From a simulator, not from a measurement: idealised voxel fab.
voxel capacitor over wiring: a process module
Square cell edge 5 nm, section width 290 nm, ID cut.
Format of a cross-section: grid, square cells. Given as bands. Order: top down. Band: one or more rows of cells.
For a band, the entry starts with two heights in nm, that of the top and then that of the bottom, and carries on with the band's materials in order from left to right, each alongside its width in nm; the word "throughout" beside a single material means it fills the band edge to edge, and "blank" means empty space.
It should be noted that heights are counted from 0, beneath which the wafer as supplied is of one material throughout, and that the lowest band possesses no lower boundary but continues downward, as written in "0 nm and below".
Width: "30 to 40" (first number = top row, second number = bottom row, same change from row to row of cells).
The designation "identical to before", where it is given for a processing step, indicates that no cell of the cross-section was altered in the course of that step.
"Closed cavities" enumerates empty spaces isolated from the top, with no open way to it, that contain at least 8 cells, giving each as width x height at distance from the left edge, all three in nm.
On each step's line, the part that comes after the settings is the simulator's own comment on the step.
overlay nm: mask right of planned place by this much (step with mask). Neg. = left.
**The steps planned for the process are as follows**
step 1: RECEIVE | material Si
step 2: CONFORMAL_DEP | material SiO2 | thk nm 15
step 3: DIRECTIONAL_DEP | material TiN | thk nm 5
step 4: DIRECTIONAL_DEP | material W | thk nm 25
step 5: DIRECTIONAL_DEP | material aC | thk nm 15
step 6: PATTERN | tone cover | mask id METAL_1 | material resist | width nm 30 | pitch nm 90 | thk nm 30 | overlay nm 0
step 7: DIRECTIONAL_ETCH | etch materials aC | depth nm 15
step 8: STRIP | etch materials resist
step 9: DIRECTIONAL_ETCH | etch materials W | depth nm 25
step 10: DIRECTIONAL_ETCH | etch materials TiN | depth nm 5
step 11: STRIP | etch materials aC
step 12: FILL_DEP | material SiO2 | thk nm 5
step 13: CMP | height nm 45
step 14: CONFORMAL_DEP | material SiCN | thk nm 5
step 15: DIRECTIONAL_DEP | material lowk | thk nm 20
step 16: MASKED_ETCH | tone open | mask id PLUG_1 | width nm 15 | etch materials lowk | depth nm 20 | overlay nm 0
step 17: MASKED_ETCH | tone open | mask id PLUG_1 | width nm 15 | etch materials SiCN | depth nm 5 | overlay nm -15
step 18: CONFORMAL_DEP | material TiN | thk nm 5
step 19: FILL_DEP | material W | thk nm 10
step 20: CMP | height nm 70
step 21: DIRECTIONAL_DEP | material TiN | thk nm 10
step 22: DIRECTIONAL_DEP | material Al2O3 | thk nm 5
step 23: DIRECTIONAL_DEP | material TiN | thk nm 10
step 24: DIRECTIONAL_DEP | material aC | thk nm 15
step 25: PATTERN | tone cover | mask id UPPER_PLATE | material resist | width nm 65 | thk nm 35 | overlay nm 0
step 26: DIRECTIONAL_ETCH | etch materials aC | depth nm 15
step 27: STRIP | etch materials resist
step 28: DIRECTIONAL_ETCH | etch materials TiN | depth nm 10
step 29: DIRECTIONAL_ETCH | etch materials Al2O3 | depth nm 5
step 30: STRIP | etch materials aC
step 31: PATTERN | tone cover | mask id LOWER_PLATE | material resist | width nm 75 | thk nm 15 | overlay nm 0
step 32: DIRECTIONAL_ETCH | etch materials TiN | depth nm 10
step 33: STRIP | etch materials resist
step 34: FILL_DEP | material SiO2 | thk nm 15
step 35: CMP | height nm 105
step 36: MASKED_ETCH | tone open | mask id PLUG_2 | width nm 15 | etch materials SiO2 | depth nm 10 | overlay nm 0
step 37: CONFORMAL_DEP | material TiN | thk nm 5
step 38: FILL_DEP | material Cu | thk nm 5
step 39: CMP | height nm 105
step 40: CONFORMAL_DEP | material SiCN | thk nm 5
Variable across wafers: step 17 overlay nm (plan value is that of the first wafer; starting state common to all).
**As received, i.e. after step 1: cross-section through the first of several wafers**
0 nm and below: Si throughout
Closed cavities: none
**Take a look at the first of several wafers in cross-section: the module is done, and step 40 was its last step**
110 nm to 105 nm: SiCN throughout
105 nm to 100 nm: 110 nm SiO2, 5 nm TiN, 5 nm Cu, 5 nm TiN, 165 nm SiO2
100 nm to 95 nm: 110 nm SiO2, 15 nm TiN, 165 nm SiO2
95 nm to 85 nm: 100 nm SiO2, 65 nm TiN, 125 nm SiO2
85 nm to 80 nm: 100 nm SiO2, 65 nm Al2O3, 125 nm SiO2
80 nm to 70 nm: 95 nm SiO2, 75 nm TiN, 120 nm SiO2
70 nm to 55 nm: 100 nm lowk, 5 nm TiN, 5 nm W, 5 nm TiN, 175 nm lowk
55 nm to 50 nm: 100 nm lowk, 15 nm TiN, 175 nm lowk
50 nm to 45 nm: SiCN throughout
45 nm to 20 nm: 85 nm SiO2, 30 nm W, 60 nm SiO2, 30 nm W, 85 nm SiO2
20 nm to 15 nm: 85 nm SiO2, 30 nm TiN, 60 nm SiO2, 30 nm TiN, 85 nm SiO2
15 nm to 0 nm: SiO2 throughout
0 nm and below: Si throughout
Closed cavities: none
**Last wafer, end of module, cross-section**
110 nm to 105 nm: SiCN throughout
105 nm to 100 nm: 110 nm SiO2, 5 nm TiN, 5 nm Cu, 5 nm TiN, 165 nm SiO2
100 nm to 95 nm: 110 nm SiO2, 15 nm TiN, 165 nm SiO2
95 nm to 85 nm: 100 nm SiO2, 65 nm TiN, 125 nm SiO2
85 nm to 80 nm: 100 nm SiO2, 65 nm Al2O3, 125 nm SiO2
80 nm to 70 nm: 95 nm SiO2, 75 nm TiN, 120 nm SiO2
70 nm to 55 nm: 100 nm lowk, 5 nm TiN, 5 nm W, 5 nm TiN, 175 nm lowk
55 nm to 50 nm: 100 nm lowk, 15 nm TiN, 175 nm lowk
50 nm to 45 nm: SiCN throughout
45 nm to 20 nm: 85 nm SiO2, 30 nm W, 60 nm SiO2, 30 nm W, 85 nm SiO2
20 nm to 15 nm: 85 nm SiO2, 30 nm TiN, 60 nm SiO2, 30 nm TiN, 85 nm SiO2
15 nm to 0 nm: SiO2 throughout
0 nm and below: Si throughout
Closed cavities: none
**Tabulated below, wafer by wafer, are the end-of-module results: for each material, the number of cells gained (+) or lost (-) relative to the as-received state, followed by the closed voids**
overlay nm -15; +13 Al2O3; +1 Cu; +116 SiCN; +781 SiO2; +82 TiN; +63 W; +220 lowk; Closed cavities: none
overlay nm -10; +13 Al2O3; +1 Cu; +115 SiCN; +781 SiO2; +83 TiN; +63 W; +220 lowk; Closed cavities: none
overlay nm -5; +13 Al2O3; +1 Cu; +114 SiCN; +781 SiO2; +84 TiN; +63 W; +220 lowk; Closed cavities: none
overlay nm 0; +13 Al2O3; +1 Cu; +113 SiCN; +781 SiO2; +84 TiN; +64 W; +220 lowk; Closed cavities: none
overlay nm 5; +13 Al2O3; +1 Cu; +114 SiCN; +781 SiO2; +84 TiN; +63 W; +220 lowk; Closed cavities: none
overlay nm 10; +13 Al2O3; +1 Cu; +115 SiCN; +781 SiO2; +83 TiN; +63 W; +220 lowk; Closed cavities: none
overlay nm 15; +13 Al2O3; +1 Cu; +116 SiCN; +781 SiO2; +82 TiN; +63 W; +220 lowk; Closed cavities: none
